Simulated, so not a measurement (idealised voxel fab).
The name of this process module is voxel double patterning.
We display cut, a cross-section 160 nm in width whose square cells are each 5 nm.
Cross-section, as written here: a square-cell grid given band by band from the top down, where a band holds one or more rows of cells.
Top height, bottom height, nm. Materials left to right, width each, nm. Single material + "edge to edge" = fills band edge to edge. "blank" = empty.
We count height from 0. Below that, the starting wafer is all one material. The lowest band never ends at the bottom but goes on down; see "top 0, no bottom" for how that is written.
The expression "30 to 40" gives the width at the extremes of the band, the first number at its top row of cells and the second at its bottom row, with the width changing by equal amounts from each row to the next in between.
"no alteration" -> step changed no cross-section cell.
So "Fully enclosed voids" is basically the list of trapped voids: any empty space of 8 cells or more that can't reach the top through an opening. They're written width x height at distance, the distance being from the left edge, and it's all nm.
Whatever follows a step's settings on its line is a remark the simulator itself makes about that step.
overlay nm, on a step with a mask: how far to the right of its planned place the mask lay; to the left if negative
**Below is the list of planned process steps**
1,RECEIVE, material Si
2,CONFORMAL_DEP, material SiO2, thk nm 10
3,DIRECTIONAL_DEP, material polySi, thk nm 15
4,DIRECTIONAL_DEP, material SiCN, thk nm 10
5,MASKED_ETCH, tone open, mask id FIRST, width nm 15, pitch nm 50, etch materials SiCN, depth nm 10, overlay nm 0
6,DIRECTIONAL_DEP, material aC, thk nm 10
7,PATTERN, tone open, mask id SECOND, material resist, width nm 15, pitch nm 50, thk nm 25, overlay nm 0
8,DIRECTIONAL_ETCH, etch materials aC, depth nm 10
9,STRIP, etch materials resist
10,DIRECTIONAL_ETCH, etch materials SiCN, depth nm 10
11,STRIP, etch materials aC
12,DIRECTIONAL_ETCH, etch materials polySi, depth nm 15
13,STRIP, etch materials SiCN
**First out of two wafers; run went to plan**
**Wafer as received: cross-section following step 1**
  top 0, no bottom | Si edge to edge
  Fully enclosed voids: none
**Take a look at the wafer's cross-section after step 2**
  top 10, bottom 0 | SiO2 edge to edge
  Whatever lies below 0 is exactly as it was before.
**Take a look at the wafer's cross-section after step 3**
  top 25, bottom 10 | polySi edge to edge
  Whatever lies below 10 is exactly as it was before.
**Take a look at the wafer's cross-section after step 4**
  top 35, bottom 25 | SiCN edge to edge
  Whatever lies below 25 is exactly as it was before.
**Take a look at the wafer's cross-section after step 5**
  top 35, bottom 25 | SiCN 20 nm  blank 15 nm  SiCN 35 nm  blank 15 nm  SiCN 35 nm  blank 15 nm  SiCN 25 nm
  Whatever lies below 25 is exactly as it was before.
**Take a look at the wafer's cross-section after step 6**
  top 45, bottom 35 | aC 20 nm  blank 15 nm  aC 35 nm  blank 15 nm  aC 35 nm  blank 15 nm  aC 25 nm
  top 35, bottom 25 | SiCN 20 nm  aC 15 nm  SiCN 35 nm  aC 15 nm  SiCN 35 nm  aC 15 nm  SiCN 25 nm
  Whatever lies below 25 is exactly as it was before.
**Take a look at the wafer's cross-section after step 7**
  top 70, bottom 45 | resist 45 nm  blank 15 nm  resist 35 nm  blank 15 nm  resist 50 nm
  top 45, bottom 35 | aC 20 nm  resist 15 nm  aC 35 nm  resist 15 nm  aC 35 nm  resist 15 nm  aC 25 nm
  Whatever lies below 35 is exactly as it was before.
**Take a look at the wafer's cross-section after step 8**
  top 60, bottom 45 | resist 45 nm  blank 15 nm  resist 35 nm  blank 15 nm  resist 50 nm
  top 45, bottom 35 | aC 20 nm  resist 15 nm  aC 10 nm  blank 15 nm  aC 10 nm  resist 15 nm  aC 10 nm  blank 15 nm  aC 10 nm  resist 15 nm  aC 25 nm
  Whatever lies below 35 is exactly as it was before.
**Take a look at the wafer's cross-section after step 9**
  top 45, bottom 35 | aC 20 nm  blank 15 nm  aC 10 nm  blank 15 nm  aC 10 nm  blank 15 nm  aC 10 nm  blank 15 nm  aC 10 nm  blank 15 nm  aC 25 nm
  Whatever lies below 35 is exactly as it was before.
**Take a look at the wafer's cross-section after step 10**
  top 45, bottom 35 | aC 20 nm  blank 15 nm  aC 10 nm  blank 15 nm  aC 10 nm  blank 15 nm  aC 10 nm  blank 15 nm  aC 10 nm  blank 15 nm  aC 25 nm
  top 35, bottom 25 | SiCN 20 nm  aC 15 nm  SiCN 10 nm  blank 15 nm  SiCN 10 nm  aC 15 nm  SiCN 10 nm  blank 15 nm  SiCN 10 nm  aC 15 nm  SiCN 25 nm
  Whatever lies below 25 is exactly as it was before.
**Take a look at the wafer's cross-section after step 11**
  top 35, bottom 25 | SiCN 20 nm  blank 15 nm  SiCN 10 nm  blank 15 nm  SiCN 10 nm  blank 15 nm  SiCN 10 nm  blank 15 nm  SiCN 10 nm  blank 15 nm  SiCN 25 nm
  Whatever lies below 25 is exactly as it was before.
**Take a look at the wafer's cross-section after step 12**
  top 35, bottom 25 | SiCN 20 nm  blank 15 nm  SiCN 10 nm  blank 15 nm  SiCN 10 nm  blank 15 nm  SiCN 10 nm  blank 15 nm  SiCN 10 nm  blank 15 nm  SiCN 25 nm
  top 25, bottom 10 | polySi 20 nm  blank 15 nm  polySi 10 nm  blank 15 nm  polySi 10 nm  blank 15 nm  polySi 10 nm  blank 15 nm  polySi 10 nm  blank 15 nm  polySi 25 nm
  Whatever lies below 10 is exactly as it was before.
**Take a look at the wafer's cross-section after step 13**
  top 25, bottom 10 | polySi 20 nm  blank 15 nm  polySi 10 nm  blank 15 nm  polySi 10 nm  blank 15 nm  polySi 10 nm  blank 15 nm  polySi 10 nm  blank 15 nm  polySi 25 nm
  Whatever lies below 10 is exactly as it was before.
**Second of two: same start, same plan, one run error; steps up to and including 4 match the first**
**Cross-section of the second wafer at the time by which step 5 should have been completed according to the plan**
  top 35, bottom 25 | SiCN 15 nm  blank 15 nm  SiCN 35 nm  blank 15 nm  SiCN 35 nm  blank 15 nm  SiCN 30 nm
  Whatever lies below 25 is exactly as it was before.
**Cross-section of the second wafer at the time by which step 6 should have been completed according to the plan**
  top 45, bottom 35 | aC 15 nm  blank 15 nm  aC 35 nm  blank 15 nm  aC 35 nm  blank 15 nm  aC 30 nm
  top 35, bottom 25 | SiCN 15 nm  aC 15 nm  SiCN 35 nm  aC 15 nm  SiCN 35 nm  aC 15 nm  SiCN 30 nm
  Whatever lies below 25 is exactly as it was before.
**Cross-section of the second wafer at the time by which step 7 should have been completed according to the plan**
  top 70, bottom 45 | resist 45 nm  blank 15 nm  resist 35 nm  blank 15 nm  resist 50 nm
  top 45, bottom 35 | aC 15 nm  resist 15 nm  aC 35 nm  resist 15 nm  aC 35 nm  resist 15 nm  aC 30 nm
  Whatever lies below 35 is exactly as it was before.
**Cross-section of the second wafer at the time by which step 8 should have been completed according to the plan**
  top 60, bottom 45 | resist 45 nm  blank 15 nm  resist 35 nm  blank 15 nm  resist 50 nm
  top 45, bottom 35 | aC 15 nm  resist 15 nm  aC 15 nm  blank 15 nm  aC 5 nm  resist 15 nm  aC 15 nm  blank 15 nm  aC 5 nm  resist 15 nm  aC 30 nm
  Whatever lies below 35 is exactly as it was before.
**Cross-section of the second wafer at the time by which step 9 should have been completed according to the plan**
  top 45, bottom 35 | aC 15 nm  blank 15 nm  aC 15 nm  blank 15 nm  aC 5 nm  blank 15 nm  aC 15 nm  blank 15 nm  aC 5 nm  blank 15 nm  aC 30 nm
  Whatever lies below 35 is exactly as it was before.
**Cross-section of the second wafer at the time by which step 10 should have been completed according to the plan**
  top 45, bottom 35 | aC 15 nm  blank 15 nm  aC 15 nm  blank 15 nm  aC 5 nm  blank 15 nm  aC 15 nm  blank 15 nm  aC 5 nm  blank 15 nm  aC 30 nm
  top 35, bottom 25 | SiCN 15 nm  aC 15 nm  SiCN 15 nm  blank 15 nm  SiCN 5 nm  aC 15 nm  SiCN 15 nm  blank 15 nm  SiCN 5 nm  aC 15 nm  SiCN 30 nm
  Whatever lies below 25 is exactly as it was before.
**Cross-section of the second wafer at the time by which step 11 should have been completed according to the plan**
  top 35, bottom 25 | SiCN 15 nm  blank 15 nm  SiCN 15 nm  blank 15 nm  SiCN 5 nm  blank 15 nm  SiCN 15 nm  blank 15 nm  SiCN 5 nm  blank 15 nm  SiCN 30 nm
  Whatever lies below 25 is exactly as it was before.
**Cross-section of the second wafer at the time by which step 12 should have been completed according to the plan**
  top 35, bottom 25 | SiCN 15 nm  blank 15 nm  SiCN 15 nm  blank 15 nm  SiCN 5 nm  blank 15 nm  SiCN 15 nm  blank 15 nm  SiCN 5 nm  blank 15 nm  SiCN 30 nm
  top 25, bottom 10 | polySi 15 nm  blank 15 nm  polySi 15 nm  blank 15 nm  polySi 5 nm  blank 15 nm  polySi 15 nm  blank 15 nm  polySi 5 nm  blank 15 nm  polySi 30 nm
  Whatever lies below 10 is exactly as it was before.
**Cross-section of the second wafer at the time by which step 13 should have been completed according to the plan**
  top 25, bottom 10 | polySi 15 nm  blank 15 nm  polySi 15 nm  blank 15 nm  polySi 5 nm  blank 15 nm  polySi 15 nm  blank 15 nm  polySi 5 nm  blank 15 nm  polySi 30 nm
  Whatever lies below 10 is exactly as it was before.
what went wrong: step 5 changed vs plan, executed as MASKED_ETCH, tone open, mask id FIRST, width nm 15, pitch nm 50, etch materials SiCN, depth nm 10, overlay nm -5
Final state: per-material cell counts identical on both wafers; locations differ.
